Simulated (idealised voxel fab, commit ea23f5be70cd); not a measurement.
Module name: voxel gate over fins (process module)
Square cells of 5 nm make up the cross-section cut, whose width is 160 nm.
The cross-sections in this document take the form of a grid made of square cells. They are written out as bands, in order from top to bottom. Each band consists of one or more rows of cells. Top height, bottom height, nm. Materials left to right, width each, nm. Single material + "full width" = fills band edge to edge. "air" = empty. Where do heights start? At 0: under that level the wafer as delivered is made of one material only. And the lowest band has no floor; it just carries on downward, as in "0 nm and below". Note: "30..40" means the width goes from the first number (top row of the band) to the second number (bottom row) in equal steps per row of cells. "stayed the same" means the step left every cell of the cross-section as it was. You'll see "Non-vented voids" listing empty spaces that have no way open to the top, as long as they're 8 cells or more; the notation is width x height at distance, where the distance is from the left edge, and all of it is in nm. Formally, on a step line, whatever follows the settings is a remark that the simulator itself makes on the step. You can add "overlay nm" to a step's line. For a step with a mask, it describes how far the mask lay to the right of its planned position, and a negative number describes a lay to the left.
[Planned process steps]
1 RECEIVE with material Si
2 CONFORMAL_DEP with material SiN, thk nm 5
3 PATTERN with tone cover, mask id FINS, material resist, width nm 15, pitch nm 50, thk nm 15, overlay nm 0
4 DIRECTIONAL_ETCH with etch materials SiN, depth nm 5
5 DIRECTIONAL_ETCH with etch materials Si, depth nm 40
6 STRIP with etch materials resist
7 FILL_DEP with material SiO2, thk nm 15
8 CMP with height nm 5
9 DIRECTIONAL_DEP with material aC, thk nm 15
10 PATTERN with tone open, mask id RAIL, material resist, width nm 15, thk nm 30, overlay nm 0
11 DIRECTIONAL_ETCH with etch materials aC, depth nm 15
12 STRIP with etch materials resist
13 DIRECTIONAL_ETCH with etch materials SiO2, depth nm 40
14 STRIP with etch materials aC
15 CONFORMAL_DEP with material TiN, thk nm 5
16 FILL_DEP with material Ru, thk nm 5
17 CMP with height nm 5
18 SELECTIVE_ETCH with etch materials W Ru TiN, depth nm 25
19 FILL_DEP with material SiO2, thk nm 5
20 CMP with height nm 5
21 SELECTIVE_ETCH with etch materials SiO2, depth nm 15
22 STRIP with etch materials SiN
23 CONFORMAL_DEP with material HfO2, thk nm 5
24 CONFORMAL_DEP with material TiN, thk nm 5
25 CONFORMAL_DEP with material TiAl, thk nm 5
26 CONFORMAL_DEP with material TiN, thk nm 5
27 FILL_DEP with material W, thk nm 15
28 CMP with height nm 30
29 CONFORMAL_DEP with material SiCN, thk nm 10
[Step 1 complete: cross-section of the wafer as received]
	0 nm and below = Si full width
	Non-vented voids: none
[Cross-sectional result after module completion. Note: starting condition and plan are unchanged from above; one processing mistake was made]
	40 nm to 30 nm = SiCN full width
	30 nm to 20 nm = W full width
	20 nm to 15 nm = TiN full width
	15 nm to 10 nm = 155 of TiAl / 5 of TiN
	10 nm to 5 nm = 5 of TiAl / 45 of TiN / 5 of TiAl / 45 of TiN / 5 of TiAl / 45 of TiN / 5 of TiAl / 5 of TiN
	5 nm to 0 nm = 5 of TiAl / 5 of TiN / 35 of HfO2 / 5 of TiN / 5 of TiAl / 5 of TiN / 35 of HfO2 / 5 of TiN / 5 of TiAl / 5 of TiN / 35 of HfO2 / 5 of TiN / 10 of TiAl
	0 nm to -5 nm = 10 of TiN / 5 of HfO2 / 25 of Si / 5 of HfO2 / 15 of TiN / 5 of HfO2 / 25 of Si / 5 of HfO2 / 15 of TiN / 5 of HfO2 / 25 of Si / 5 of HfO2 / 15 of TiN
	-5 nm to -10 nm = 15 of HfO2 / 25 of Si / 25 of HfO2 / 25 of Si / 25 of HfO2 / 25 of Si / 20 of HfO2
	-10 nm to -20 nm = 15 of SiO2 / 25 of Si / 25 of SiO2 / 25 of Si / 25 of SiO2 / 25 of Si / 20 of SiO2
	-20 nm to -30 nm = 15 of SiO2 / 25 of Si / 5 of SiO2 / 5 of TiN / 5 of Ru / 5 of TiN / 5 of SiO2 / 25 of Si / 25 of SiO2 / 25 of Si / 20 of SiO2
	-30 nm to -35 nm = 15 of SiO2 / 25 of Si / 5 of SiO2 / 15 of TiN / 5 of SiO2 / 25 of Si / 25 of SiO2 / 25 of Si / 20 of SiO2
	-35 nm to -40 nm = 15 of SiO2 / 25 of Si / 25 of SiO2 / 25 of Si / 25 of SiO2 / 25 of Si / 20 of SiO2
	-40 nm and below = Si full width
	Non-vented voids: none
what went wrong: step 3 changed vs plan, executed as PATTERN with tone cover, mask id FINS, material resist, width nm 25, pitch nm 50, thk nm 15, overlay nm 0
